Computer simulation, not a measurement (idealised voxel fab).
process module | voxel capacitor over wiring
cross-section cut | 165 nm wide | cells 5 nm
A cross-section is a grid of square cells, given in bands from the top down. A band is one or more rows of cells.
Each band's line starts with the height of the band's top and of its bottom, in nm. Then come its materials from left to right, each with its width in nm. One material with "throughout" fills the band from edge to edge. "air" is empty space.
Height 0 is the level under which the wafer as received is all one material. The lowest band goes on downwards, as in "0 down".
A width such as "30 to 40" changes by the same amount from each row of cells to the next, from the band's top row to its bottom row.
"no change" after a step means that no cell of the cross-section changed.
closed voids: empty space of 8 cells or more with no open way to the top, each as width x height at its distance from the left edge, in nm
after a step's settings: what the simulator itself notes on the step
overlay nm, on a step with a mask: how far to the right of its planned place the mask lay; to the left if negative
plan
1 op RECEIVE | material Si
2 op CONFORMAL_DEP | material SiO2 | thk nm 10
3 op DIRECTIONAL_DEP | material TiN | thk nm 5
4 op DIRECTIONAL_DEP | material W | thk nm 15
5 op PATTERN | tone cover | mask id METAL_1 | material resist | width nm 30 | pitch nm 85 | thk nm 15 | overlay nm 0
6 op DIRECTIONAL_ETCH | etch materials W | depth nm 15
7 op DIRECTIONAL_ETCH | etch materials TiN | depth nm 5
8 op STRIP | etch materials resist
9 op FILL_DEP | material SiO2 | thk nm 5
10 op CMP | height nm 30
11 op CONFORMAL_DEP | material SiCN | thk nm 5
12 op DIRECTIONAL_DEP | material SiO2 | thk nm 10
13 op MASKED_ETCH | tone open | mask id PLUG_1 | width nm 15 | etch materials SiO2 | depth nm 10 | overlay nm 0
14 op MASKED_ETCH | tone open | mask id PLUG_1 | width nm 15 | etch materials SiCN | depth nm 5 | overlay nm 0
15 op EPI | material Ru | thk nm 10
16 op EPI | material Ru | thk nm 5
17 op DIRECTIONAL_DEP | material TiN | thk nm 5
18 op DIRECTIONAL_DEP | material SiN | thk nm 5
19 op DIRECTIONAL_DEP | material TiN | thk nm 5
20 op MASKED_ETCH | tone cover | mask id UPPER_PLATE | width nm 60 | etch materials TiN | depth nm 5 | overlay nm 0
21 op MASKED_ETCH | tone cover | mask id UPPER_PLATE | width nm 60 | etch materials SiN | depth nm 5 | overlay nm 0
22 op MASKED_ETCH | tone cover | mask id LOWER_PLATE | width nm 70 | etch materials TiN | depth nm 5 | overlay nm 0
23 op FILL_DEP | material SiO2 | thk nm 20
24 op CMP | height nm 75
25 op PATTERN | tone open | mask id PLUG_2 | material resist | width nm 15 | thk nm 20 | overlay nm 0
26 op DIRECTIONAL_ETCH | etch materials SiO2 | depth nm 15
27 op STRIP | etch materials resist
28 op CONFORMAL_DEP | material TiN | thk nm 5
29 op FILL_DEP | material W | thk nm 5
30 op CMP | height nm 75
31 op CONFORMAL_DEP | material SiN | thk nm 5
as received, after step 1
  0 down: Si throughout
  closed voids: none
a wafer at the end: this start, this plan, one mistake
  80 to 75: SiN throughout
  75 to 65: SiO2 50 to 40 | TiN 15 to 25 | SiO2 100
  65 to 60: SiO2 40 | SiN 25 | SiO2 100
  60 to 55: SiO2 35 | TiN 65 | SiO2 65
  55 to 50: SiO2 30 | Ru 35 | SiN 35 | SiO2 65
  50 to 45: SiO2 30 | Ru 35 | TiN 40 | SiO2 60
  45 to 35: SiO2 40 | Ru 15 | SiO2 110
  35 to 30: SiCN 40 | Ru 15 | SiCN 110
  30 to 15: SiO2 25 | W 30 | SiO2 55 | W 30 | SiO2 25
  15 to 10: SiO2 25 | TiN 30 | SiO2 55 | TiN 30 | SiO2 25
  10 to 0: SiO2 throughout
  0 down: Si throughout
  closed voids: none
what went wrong: step 15 was run twice
